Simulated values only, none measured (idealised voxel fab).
Process module heading - voxel air gaps
Shown is cross-section cut, with a width of 240 nm and square cells of size 5 nm.
Each cross-section below is a grid of square cells, stated as bands in top-down order, with one or more rows of cells making up each band.
The band entry comprises the height of the band's top followed by the height of its bottom, expressed in nm, and subsequently the band's materials from left to right, each stated together with its width in nm. Where a single material is marked with the word "edge to edge", that material fills the band from edge to edge. The word "air" represents empty space.
All heights in this document are referenced to 0, defined as the level beneath which the wafer, as received, consists entirely of one material. The lowest band is not bounded below; it extends indefinitely downward and is written in the form "z 0 and below".
Note: "30 to 40" means the width goes from the first number (top row of the band) to the second number (bottom row) in equal steps per row of cells.
For the purposes of this document, the phrase "everything unchanged" attached to a step denotes that no cell within the cross-section was modified by that step.
For the entry "Enclosed internal voids", the listed items are empty spaces with no open way to the top whose size is 8 cells or more; each item follows the pattern width x height at distance, where distance is from the left edge and all three are in nm.
Text after the settings on a step's line: the simulator's own remark on that step.
A step's line can hold "overlay nm"; with a mask on that step, the setting says how far right of the planned place the mask lay, while a negative setting says it lay to the left.

**Planned step list for the process**
1: RECEIVE | material Si
2: CONFORMAL_DEP | material SiO2 | thk nm 15
3: CONFORMAL_DEP | material SiCN | thk nm 5
4: DIRECTIONAL_DEP | material lowk | thk nm 30
5: PATTERN | tone open | mask id LINES | material resist | width nm 15 | pitch nm 45 | thk nm 20 | overlay nm 0
6: DIRECTIONAL_ETCH | etch materials lowk | depth nm 30
7: STRIP | etch materials resist
8: CONFORMAL_DEP | material TiN | thk nm 5
9: FILL_DEP | material Cu | thk nm 10
10: CMP | height nm 50
11: EPI | material Ru | thk nm 10
12: SELECTIVE_ETCH | etch materials lowk | depth nm 40
13: CONFORMAL_DEP | material SiCN | thk nm 5

**Cross-section of the incoming wafer, state after step 1**
    z 0 and below: Si edge to edge
    Enclosed internal voids: none

**Here's the cross-section of the first of our two wafers at the end of the module - it ran as planned**
    z 65 to 60: 50 of air | 135 of SiCN | 55 of air
    z 60 to 50: 50 of air | 5 of SiCN | 35 of Ru | 10 of SiCN | 35 of Ru | 10 of SiCN | 35 of Ru | 5 of SiCN | 55 of air
    z 50 to 45: 50 of air | 15 of SiCN | 5 of TiN | 5 of Cu | 5 of TiN | 30 of SiCN | 5 of TiN | 5 of Cu | 5 of TiN | 30 of SiCN | 5 of TiN | 5 of Cu | 5 of TiN | 15 of SiCN | 55 of air
    z 45 to 25: 60 of air | 5 of SiCN | 5 of TiN | 5 of Cu | 5 of TiN | 5 of SiCN | 20 of air | 5 of SiCN | 5 of TiN | 5 of Cu | 5 of TiN | 5 of SiCN | 20 of air | 5 of SiCN | 5 of TiN | 5 of Cu | 5 of TiN | 5 of SiCN | 65 of air
    z 25 to 20: 65 of SiCN | 15 of TiN | 30 of SiCN | 15 of TiN | 30 of SiCN | 15 of TiN | 70 of SiCN
    z 20 to 15: SiCN edge to edge
    z 15 to 0: SiO2 edge to edge
    z 0 and below: Si edge to edge
    Enclosed internal voids: 20 x 20 at 85; 20 x 20 at 130

**Cross-sectional image of the second wafer of the two following completion of the module. Starting state and process plan were the same as for the first wafer; one execution error occurred**
    z 55 to 45: SiCN edge to edge
    z 45 to 15: lowk edge to edge
    z 15 to 0: SiO2 edge to edge
    z 0 and below: Si edge to edge
    Enclosed internal voids: none
Heads up, the wafer didn't run the way we planned it: sequence error: steps 3 and 4 interchanged
Once processing is complete, comparing cell counts shows that the second wafer has more or fewer of certain materials than the first: Cu: 15 fewer | Ru: 42 fewer | SiCN: 72 fewer | TiN: 39 fewer | lowk: 288 more
Heads up: the first wafer ends with 2 closed voids, the second with 0.
